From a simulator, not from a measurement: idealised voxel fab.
The following is a process module called voxel capacitor over wiring.
Cross-section cut: width 250 nm, square cells of 5 nm.
Cross-section format: a grid of square cells, given as bands from top to bottom; each band is one or more rows of cells. For a band, the entry starts with two heights in nm, that of the top and then that of the bottom, and carries on with the band's materials in order from left to right, each alongside its width in nm; the word "full width" beside a single material means it fills the band edge to edge, and "blank" means empty space. The reference from which all heights are counted is 0, the level beneath which the as-received wafer is entirely one material; the lowest band, having no lower bound, proceeds downward and is written after the example "0 and below". The width entry "30..40" should be interpreted row by row: the top row of cells in the band takes the first number, the bottom row takes the second number, and the change between adjacent rows is uniform throughout. It should be understood that the words "same as before", when stated for a given step, signify that the cross-section underwent no change in any of its cells during that step. What "Enclosed void catalog" gives you is every empty space of 8 cells or more that is cut off from the top. Each appears as width x height at distance, with the distance taken from the left edge and width, height and distance all in nm. Read whatever lies past the settings on a step's line as the simulator's own remark about the step. overlay nm: mask right of planned place by this much (step with mask). Neg. = left.
Listed below are the process steps as planned:
| 1 | RECEIVE (material Si) |
| 2 | CONFORMAL_DEP (material SiO2; thk nm 15) |
| 3 | DIRECTIONAL_DEP (material TiN; thk nm 5) |
| 4 | DIRECTIONAL_DEP (material W; thk nm 20) |
| 5 | PATTERN (tone cover; mask id METAL_1; material resist; width nm 30; pitch nm 100; thk nm 15; overlay nm 0) |
| 6 | DIRECTIONAL_ETCH (etch materials W; depth nm 20) |
| 7 | DIRECTIONAL_ETCH (etch materials TiN; depth nm 5) |
| 8 | STRIP (etch materials resist) |
| 9 | FILL_DEP (material SiO2; thk nm 5) |
| 10 | CMP (height nm 40) |
| 11 | CONFORMAL_DEP (material SiCN; thk nm 5) |
| 12 | DIRECTIONAL_DEP (material SiO2; thk nm 20) |
| 13 | PATTERN (tone open; mask id PLUG_1; material resist; width nm 15; thk nm 15; overlay nm 0) |
| 14 | DIRECTIONAL_ETCH (etch materials SiO2; depth nm 20) |
| 15 | DIRECTIONAL_ETCH (etch materials SiCN; depth nm 5) |
| 16 | STRIP (etch materials resist) |
| 17 | EPI (material Ru; thk nm 10) |
| 18 | EPI (material Ru; thk nm 10) |
| 19 | EPI (material Ru; thk nm 5) |
| 20 | DIRECTIONAL_DEP (material TiN; thk nm 10) |
| 21 | DIRECTIONAL_DEP (material HfO2; thk nm 5) |
| 22 | DIRECTIONAL_DEP (material TiN; thk nm 10) |
| 23 | DIRECTIONAL_DEP (material aC; thk nm 15) |
| 24 | PATTERN (tone cover; mask id UPPER_PLATE; material resist; width nm 75; thk nm 35; overlay nm 0) |
| 25 | DIRECTIONAL_ETCH (etch materials aC; depth nm 15) |
| 26 | STRIP (etch materials resist) |
| 27 | DIRECTIONAL_ETCH (etch materials TiN; depth nm 10) |
| 28 | DIRECTIONAL_ETCH (etch materials HfO2; depth nm 5) |
| 29 | STRIP (etch materials aC) |
| 30 | DIRECTIONAL_DEP (material aC; thk nm 15) |
| 31 | PATTERN (tone cover; mask id LOWER_PLATE; material resist; width nm 85; thk nm 35; overlay nm 0) |
| 32 | DIRECTIONAL_ETCH (etch materials aC; depth nm 15) |
| 33 | STRIP (etch materials resist) |
| 34 | DIRECTIONAL_ETCH (etch materials TiN; depth nm 10) |
| 35 | STRIP (etch materials aC) |
| 36 | FILL_DEP (material SiO2; thk nm 15) |
| 37 | CMP (height nm 100) |
| 38 | DIRECTIONAL_DEP (material aC; thk nm 15) |
| 39 | PATTERN (tone open; mask id PLUG_2; material resist; width nm 15; thk nm 30; overlay nm 0) |
| 40 | DIRECTIONAL_ETCH (etch materials aC; depth nm 15) |
| 41 | STRIP (etch materials resist) |
| 42 | DIRECTIONAL_ETCH (etch materials SiO2; depth nm 10) |
| 43 | STRIP (etch materials aC) |
| 44 | CONFORMAL_DEP (material TiN; thk nm 5) |
| 45 | FILL_DEP (material W; thk nm 5) |
| 46 | CMP (height nm 100) |
| 47 | CONFORMAL_DEP (material SiCN; thk nm 5) |
On the first of the two wafers: run conducted according to plan:
Incoming wafer in cross-section (state: after step 1):
* 0 and below | Si full width
* Enclosed void catalog: none
Step 2 done - wafer cross-section:
* 15 down to 0 | SiO2 full width
* Lower than 0, everything is as it was.
Step 3 done - wafer cross-section:
* 20 down to 15 | TiN full width
* Lower than 15, everything is as it was.
Step 4 done - wafer cross-section:
* 40 down to 20 | W full width
* Lower than 20, everything is as it was.
Step 5 done - wafer cross-section:
* 55 down to 40 | 60 of blank / 30 of resist / 70 of blank / 30 of resist / 60 of blank
* Lower than 40, everything is as it was.
Step 6 done - wafer cross-section:
* 55 down to 40 | 60 of blank / 30 of resist / 70 of blank / 30 of resist / 60 of blank
* 40 down to 20 | 60 of blank / 30 of W / 70 of blank / 30 of W / 60 of blank
* Lower than 20, everything is as it was.
Step 7 done - wafer cross-section:
* 55 down to 40 | 60 of blank / 30 of resist / 70 of blank / 30 of resist / 60 of blank
* 40 down to 20 | 60 of blank / 30 of W / 70 of blank / 30 of W / 60 of blank
* 20 down to 15 | 60 of blank / 30 of TiN / 70 of blank / 30 of TiN / 60 of blank
* Lower than 15, everything is as it was.
Step 8 done - wafer cross-section:
* 40 down to 20 | 60 of blank / 30 of W / 70 of blank / 30 of W / 60 of blank
* Lower than 20, everything is as it was.
Step 9 done - wafer cross-section:
* 45 down to 40 | SiO2 full width
* 40 down to 20 | 60 of SiO2 / 30 of W / 70 of SiO2 / 30 of W / 60 of SiO2
* 20 down to 15 | 60 of SiO2 / 30 of TiN / 70 of SiO2 / 30 of TiN / 60 of SiO2
* Lower than 15, everything is as it was.
Step 10 done - wafer cross-section:
* 40 down to 20 | 60 of SiO2 / 30 of W / 70 of SiO2 / 30 of W / 60 of SiO2
* Lower than 20, everything is as it was.
Step 11 done - wafer cross-section:
* 45 down to 40 | SiCN full width
* Lower than 40, everything is as it was.
Step 12 done - wafer cross-section:
* 65 down to 45 | SiO2 full width
* Lower than 45, everything is as it was.
Step 13 done - wafer cross-section:
* 80 down to 65 | 75 of resist / 15 of blank / 160 of resist
* Lower than 65, everything is as it was.
Step 14 done - wafer cross-section:
* 80 down to 65 | 75 of resist / 15 of blank / 160 of resist
* 65 down to 45 | 75 of SiO2 / 15 of blank / 160 of SiO2
* Lower than 45, everything is as it was.
Step 15 done - wafer cross-section:
* 80 down to 65 | 75 of resist / 15 of blank / 160 of resist
* 65 down to 45 | 75 of SiO2 / 15 of blank / 160 of SiO2
* 45 down to 40 | 75 of SiCN / 15 of blank / 160 of SiCN
* Lower than 40, everything is as it was.
Step 16 done - wafer cross-section:
* 65 down to 45 | 75 of SiO2 / 15 of blank / 160 of SiO2
* Lower than 45, everything is as it was.
Step 17 done - wafer cross-section:
* 65 down to 50 | 75 of SiO2 / 15 of blank / 160 of SiO2
* 50 down to 45 | 75 of SiO2 / 15 of Ru / 160 of SiO2
* 45 down to 40 | 75 of SiCN / 15 of Ru / 160 of SiCN
* Lower than 40, everything is as it was.
Step 18 done - wafer cross-section:
* 65 down to 60 | 75 of SiO2 / 15 of blank / 160 of SiO2
* 60 down to 45 | 75 of SiO2 / 15 of Ru / 160 of SiO2
* Lower than 45, everything is as it was.
Step 19 done - wafer cross-section:
* 65 down to 45 | 75 of SiO2 / 15 of Ru / 160 of SiO2
* Lower than 45, everything is as it was.
Step 20 done - wafer cross-section:
* 75 down to 65 | TiN full width
* Lower than 65, everything is as it was.
Step 21 done - wafer cross-section:
* 80 down to 75 | HfO2 full width
* Lower than 75, everything is as it was.
Step 22 done - wafer cross-section:
* 90 down to 80 | TiN full width
* Lower than 80, everything is as it was.
Step 23 done - wafer cross-section:
* 105 down to 90 | aC full width
* Lower than 90, everything is as it was.
Step 24 done - wafer cross-section:
* 140 down to 105 | 75 of blank / 75 of resist / 100 of blank
* Lower than 105, everything is as it was.
Step 25 done - wafer cross-section:
* 125 down to 105 | 75 of blank / 75 of resist / 100 of blank
* 105 down to 90 | 75 of blank / 75 of aC / 100 of blank
* Lower than 90, everything is as it was.
Step 26 done - wafer cross-section:
* 105 down to 90 | 75 of blank / 75 of aC / 100 of blank
* Lower than 90, everything is as it was.
Step 27 done - wafer cross-section:
* 105 down to 90 | 75 of blank / 75 of aC / 100 of blank
* 90 down to 80 | 75 of blank / 75 of TiN / 100 of blank
* Lower than 80, everything is as it was.
Step 28 done - wafer cross-section:
* 105 down to 90 | 75 of blank / 75 of aC / 100 of blank
* 90 down to 80 | 75 of blank / 75 of TiN / 100 of blank
* 80 down to 75 | 75 of blank / 75 of HfO2 / 100 of blank
* Lower than 75, everything is as it was.
Step 29 done - wafer cross-section:
* 90 down to 80 | 75 of blank / 75 of TiN / 100 of blank
* Lower than 80, everything is as it was.
Step 30 done - wafer cross-section:
* 105 down to 90 | 75 of blank / 75 of aC / 100 of blank
* 90 down to 80 | 75 of aC / 75 of TiN / 100 of aC
* 80 down to 75 | 75 of aC / 75 of HfO2 / 100 of aC
* Lower than 75, everything is as it was.
Step 31 done - wafer cross-section:
* 140 down to 105 | 70 of blank / 85 of resist / 95 of blank
* 105 down to 90 | 70 of blank / 5 of resist / 75 of aC / 5 of resist / 95 of blank
* Lower than 90, everything is as it was.
Step 32 done - wafer cross-section:
* 125 down to 105 | 70 of blank / 85 of resist / 95 of blank
* 105 down to 90 | 70 of blank / 5 of resist / 75 of aC / 5 of resist / 95 of blank
* 90 down to 80 | 70 of blank / 5 of aC / 75 of TiN / 5 of aC / 95 of blank
* 80 down to 75 | 70 of blank / 5 of aC / 75 of HfO2 / 5 of aC / 95 of blank
* Lower than 75, everything is as it was.
Step 33 done - wafer cross-section:
* 105 down to 90 | 75 of blank / 75 of aC / 100 of blank
* Lower than 90, everything is as it was.
Step 34 done - wafer cross-section:
* 105 down to 90 | 75 of blank / 75 of aC / 100 of blank
* 90 down to 80 | 70 of blank / 5 of aC / 75 of TiN / 5 of aC / 95 of blank
* 80 down to 75 | 70 of blank / 5 of aC / 75 of HfO2 / 5 of aC / 95 of blank
* 75 down to 65 | 70 of blank / 85 of TiN / 95 of blank
* Lower than 65, everything is as it was.
Step 35 done - wafer cross-section:
* 90 down to 80 | 75 of blank / 75 of TiN / 100 of blank
* 80 down to 75 | 75 of blank / 75 of HfO2 / 100 of blank
* Lower than 75, everything is as it was.
Step 36 done - wafer cross-section:
* 105 down to 90 | SiO2 full width
* 90 down to 80 | 75 of SiO2 / 75 of TiN / 100 of SiO2
* 80 down to 75 | 75 of SiO2 / 75 of HfO2 / 100 of SiO2
* 75 down to 65 | 70 of SiO2 / 85 of TiN / 95 of SiO2
* Lower than 65, everything is as it was.
Step 37 done - wafer cross-section:
* 100 down to 90 | SiO2 full width
* Lower than 90, everything is as it was.
Step 38 done - wafer cross-section:
* 115 down to 100 | aC full width
* Lower than 100, everything is as it was.
Step 39 done - wafer cross-section:
* 145 down to 115 | 85 of resist / 15 of blank / 150 of resist
* Lower than 115, everything is as it was.
Step 40 done - wafer cross-section:
* 130 down to 115 | 85 of resist / 15 of blank / 150 of resist
* 115 down to 100 | 85 of aC / 15 of blank / 150 of aC
* Lower than 100, everything is as it was.
Step 41 done - wafer cross-section:
* 115 down to 100 | 85 of aC / 15 of blank / 150 of aC
* Lower than 100, everything is as it was.
Step 42 done - wafer cross-section:
* 115 down to 100 | 85 of aC / 15 of blank / 150 of aC
* 100 down to 90 | 85 of SiO2 / 15 of blank / 150 of SiO2
* Lower than 90, everything is as it was.
Step 43 done - wafer cross-section:
* 100 down to 90 | 85 of SiO2 / 15 of blank / 150 of SiO2
* Lower than 90, everything is as it was.
Step 44 done - wafer cross-section:
* 105 down to 100 | 90 of TiN / 5 of blank / 155 of TiN
* 100 down to 95 | 85 of SiO2 / 5 of TiN / 5 of blank / 5 of TiN / 150 of SiO2
* 95 down to 90 | 85 of SiO2 / 15 of TiN / 150 of SiO2
* Lower than 90, everything is as it was.
Step 45 done - wafer cross-section:
* 110 down to 105 | W full width
* 105 down to 100 | 90 of TiN / 5 of W / 155 of TiN
* 100 down to 95 | 85 of SiO2 / 5 of TiN / 5 of W / 5 of TiN / 150 of SiO2
* Lower than 95, everything is as it was.
Step 46 done - wafer cross-section:
* 100 down to 95 | 85 of SiO2 / 5 of TiN / 5 of W / 5 of TiN / 150 of SiO2
* Lower than 95, everything is as it was.
Step 47 done - wafer cross-section:
* 105 down to 100 | SiCN full width
* Lower than 100, everything is as it was.
Second wafer, same starting state and plan as the first, one mistake in the run, identical through step 20:
Cross-section of the second wafer corresponding to the planned conclusion of step 21:
* 80 down to 75 | SiO2 full width
* Lower than 75, everything is as it was.
Cross-section of the second wafer corresponding to the planned conclusion of step 22:
* 90 down to 80 | TiN full width
* Lower than 80, everything is as it was.
Cross-section of the second wafer corresponding to the planned conclusion of step 23:
* 105 down to 90 | aC full width
* Lower than 90, everything is as it was.
Cross-section of the second wafer corresponding to the planned conclusion of step 24:
* 140 down to 105 | 75 of blank / 75 of resist / 100 of blank
* Lower than 105, everything is as it was.
Cross-section of the second wafer corresponding to the planned conclusion of step 25:
* 125 down to 105 | 75 of blank / 75 of resist / 100 of blank
* 105 down to 90 | 75 of blank / 75 of aC / 100 of blank
* Lower than 90, everything is as it was.
Cross-section of the second wafer corresponding to the planned conclusion of step 26:
* 105 down to 90 | 75 of blank / 75 of aC / 100 of blank
* Lower than 90, everything is as it was.
Cross-section of the second wafer corresponding to the planned conclusion of step 27:
* 105 down to 90 | 75 of blank / 75 of aC / 100 of blank
* 90 down to 80 | 75 of blank / 75 of TiN / 100 of blank
* Lower than 80, everything is as it was.
Cross-section of the second wafer corresponding to the planned conclusion of step 28: same as before
Cross-section of the second wafer corresponding to the planned conclusion of step 29:
* 90 down to 80 | 75 of blank / 75 of TiN / 100 of blank
* Lower than 80, everything is as it was.
Cross-section of the second wafer corresponding to the planned conclusion of step 30:
* 105 down to 95 | 75 of blank / 75 of aC / 100 of blank
* 95 down to 90 | aC full width
* 90 down to 80 | 75 of aC / 75 of TiN / 100 of aC
* Lower than 80, everything is as it was.
Cross-section of the second wafer corresponding to the planned conclusion of step 31:
* 140 down to 105 | 70 of blank / 85 of resist / 95 of blank
* 105 down to 95 | 70 of blank / 5 of resist / 75 of aC / 5 of resist / 95 of blank
* Lower than 95, everything is as it was.
Cross-section of the second wafer corresponding to the planned conclusion of step 32:
* 125 down to 105 | 70 of blank / 85 of resist / 95 of blank
* 105 down to 95 | 70 of blank / 5 of resist / 75 of aC / 5 of resist / 95 of blank
* 95 down to 90 | 70 of blank / 85 of aC / 95 of blank
* 90 down to 80 | 70 of blank / 5 of aC / 75 of TiN / 5 of aC / 95 of blank
* Lower than 80, everything is as it was.
Cross-section of the second wafer corresponding to the planned conclusion of step 33:
* 105 down to 95 | 75 of blank / 75 of aC / 100 of blank
* Lower than 95, everything is as it was.
Cross-section of the second wafer corresponding to the planned conclusion of step 34: same as before
Cross-section of the second wafer corresponding to the planned conclusion of step 35:
* 90 down to 80 | 75 of blank / 75 of TiN / 100 of blank
* Lower than 80, everything is as it was.
Cross-section of the second wafer corresponding to the planned conclusion of step 36:
* 105 down to 90 | SiO2 full width
* 90 down to 80 | 75 of SiO2 / 75 of TiN / 100 of SiO2
* Lower than 80, everything is as it was.
Cross-section of the second wafer corresponding to the planned conclusion of step 37:
* 100 down to 90 | SiO2 full width
* Lower than 90, everything is as it was.
Cross-section of the second wafer corresponding to the planned conclusion of step 38:
* 115 down to 100 | aC full width
* Lower than 100, everything is as it was.
Cross-section of the second wafer corresponding to the planned conclusion of step 39:
* 145 down to 115 | 85 of resist / 15 of blank / 150 of resist
* Lower than 115, everything is as it was.
Cross-section of the second wafer corresponding to the planned conclusion of step 40:
* 130 down to 115 | 85 of resist / 15 of blank / 150 of resist
* 115 down to 100 | 85 of aC / 15 of blank / 150 of aC
* Lower than 100, everything is as it was.
Cross-section of the second wafer corresponding to the planned conclusion of step 41:
* 115 down to 100 | 85 of aC / 15 of blank / 150 of aC
* Lower than 100, everything is as it was.
Cross-section of the second wafer corresponding to the planned conclusion of step 42:
* 115 down to 100 | 85 of aC / 15 of blank / 150 of aC
* 100 down to 90 | 85 of SiO2 / 15 of blank / 150 of SiO2
* Lower than 90, everything is as it was.
Cross-section of the second wafer corresponding to the planned conclusion of step 43:
* 100 down to 90 | 85 of SiO2 / 15 of blank / 150 of SiO2
* Lower than 90, everything is as it was.
Cross-section of the second wafer corresponding to the planned conclusion of step 44:
* 105 down to 100 | 90 of TiN / 5 of blank / 155 of TiN
* 100 down to 95 | 85 of SiO2 / 5 of TiN / 5 of blank / 5 of TiN / 150 of SiO2
* 95 down to 90 | 85 of SiO2 / 15 of TiN / 150 of SiO2
* Lower than 90, everything is as it was.
Cross-section of the second wafer corresponding to the planned conclusion of step 45:
* 110 down to 105 | W full width
* 105 down to 100 | 90 of TiN / 5 of W / 155 of TiN
* 100 down to 95 | 85 of SiO2 / 5 of TiN / 5 of W / 5 of TiN / 150 of SiO2
* Lower than 95, everything is as it was.
Cross-section of the second wafer corresponding to the planned conclusion of step 46:
* 100 down to 95 | 85 of SiO2 / 5 of TiN / 5 of W / 5 of TiN / 150 of SiO2
* Lower than 95, everything is as it was.
Cross-section of the second wafer corresponding to the planned conclusion of step 47:
* 105 down to 100 | SiCN full width
* Lower than 100, everything is as it was.
Nonconformance to the process plan: heads up, step 21 didn't go per plan, it actually ran as DIRECTIONAL_DEP (material SiO2; thk nm 5)
Looking at both finished wafers in cells, the second ends up ahead of or behind the first on some materials: 15 fewer of HfO2, 51 fewer of SiO2, 66 more of TiN
